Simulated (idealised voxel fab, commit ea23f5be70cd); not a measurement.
Proc. module: voxel self aligned contacts
Each square cell in cross-section cut measures 5 nm, and the section as a whole is 150 nm wide.
How to read a cross-section here: the picture is a grid of square cells, written as bands going from the top down, and any band can span one or more rows of cells. A band entry consists of two parts. The first gives the height of the band's top and the height of its bottom, in nm. The rest lists the band's materials from left to right, each with its width in nm. A single material labelled with the word "throughout" fills the band from edge to edge, and the word "blank" marks empty space. Where do heights start? At 0: under that level the wafer as delivered is made of one material only. And the lowest band has no floor; it just carries on downward, as in "0 down". It should be noted that a width expressed as "30 to 40" varies in equal increments from row to row of cells within the band, taking the value of the first number at the top row and that of the second number at the bottom row. Given "remained the same" for a step, no cell of the cross-section differs between before and after that step. The label "Closed internal cavities" introduces a list of the empty spaces, 8 cells or larger, that have no open way up to the top; each entry in it reads width x height at distance, where the distance is taken from the left edge and all three are stated in nm. after a step's settings: what the simulator itself notes on the step. When a step includes a mask, the "overlay nm" setting on its line states how far to the right of its planned place that mask lay, and negative values state how far to the left.

STEPS IN THE PROCESS PLAN
step 1: RECEIVE [material Si]
step 2: CONFORMAL_DEP [material SiO2] [thk nm 5]
step 3: DIRECTIONAL_DEP [material polySi] [thk nm 25]
step 4: DIRECTIONAL_DEP [material SiN] [thk nm 20]
step 5: DIRECTIONAL_DEP [material aC] [thk nm 15]
step 6: PATTERN [tone cover] [mask id GATE] [material resist] [width nm 30] [pitch nm 70] [thk nm 30] [overlay nm 0]
step 7: DIRECTIONAL_ETCH [etch materials aC] [depth nm 15]
step 8: STRIP [etch materials resist]
step 9: DIRECTIONAL_ETCH [etch materials SiN] [depth nm 20]
step 10: DIRECTIONAL_ETCH [etch materials polySi] [depth nm 25]
step 11: STRIP [etch materials aC]
step 12: CONFORMAL_DEP [material SiN] [thk nm 10]
step 13: DIRECTIONAL_ETCH [etch materials SiN] [depth nm 10]
step 14: FILL_DEP [material SiO2] [thk nm 10]
step 15: CMP [height nm 55]
step 16: MASKED_ETCH [tone open] [mask id CONTACT] [width nm 50] [etch materials SiO2] [depth nm 55] [overlay nm 0]
step 17: CONFORMAL_DEP [material TiN] [thk nm 5]
step 18: FILL_DEP [material W] [thk nm 10]
step 19: CMP [height nm 55]
step 20: CONFORMAL_DEP [material SiCN] [thk nm 5]

RECEIVED-STATE CROSS-SECTION, REFLECTING COMPLETION OF STEP 1
- 0 down: Si throughout
- Closed internal cavities: none

FIRST WAFER OF TWO, SECTIONED AT END OF MODULE; RUN WENT PER PLAN
- 60 to 55: SiCN throughout
- 55 to 50: 50 SiO2 / 20 TiN / 10 W / 20 TiN / 50 SiO2
- 50 to 30: 15 SiO2 / 50 SiN / 5 TiN / 10 W / 5 TiN / 50 SiN / 15 SiO2
- 30 to 5: 15 SiO2 / 10 SiN / 30 polySi / 10 SiN / 5 TiN / 10 W / 5 TiN / 10 SiN / 30 polySi / 10 SiN / 15 SiO2
- 5 to 0: 65 SiO2 / 20 TiN / 65 SiO2
- 0 down: Si throughout
- Closed internal cavities: none

CROSS-SECTION, WAFER TWO OF TWO, END OF MODULE: SAME START AND PLAN AS WAFER ONE, ONE ERROR IN EXECUTION
- 60 to 55: SiCN throughout
- 55 to 50: 10 W / 40 TiN / 50 SiO2 / 40 TiN / 10 W
- 50 to 30: 10 W / 5 TiN / 50 SiN / 20 SiO2 / 50 SiN / 5 TiN / 10 W
- 30 to 5: 10 W / 5 TiN / 10 SiN / 30 polySi / 10 SiN / 20 SiO2 / 10 SiN / 30 polySi / 10 SiN / 5 TiN / 10 W
- 5 to 0: 15 TiN / 120 SiO2 / 15 TiN
- 0 down: Si throughout
- Closed internal cavities: none
Processing error: step 16 deviated from plan and actually ran as MASKED_ETCH [tone cover] [mask id CONTACT] [width nm 50] [etch materials SiO2] [depth nm 55] [overlay nm 0]
End of process, cell counts, second wafer against first, materials with more or fewer: SiO2: 30 fewer | TiN: 10 more | W: 20 more
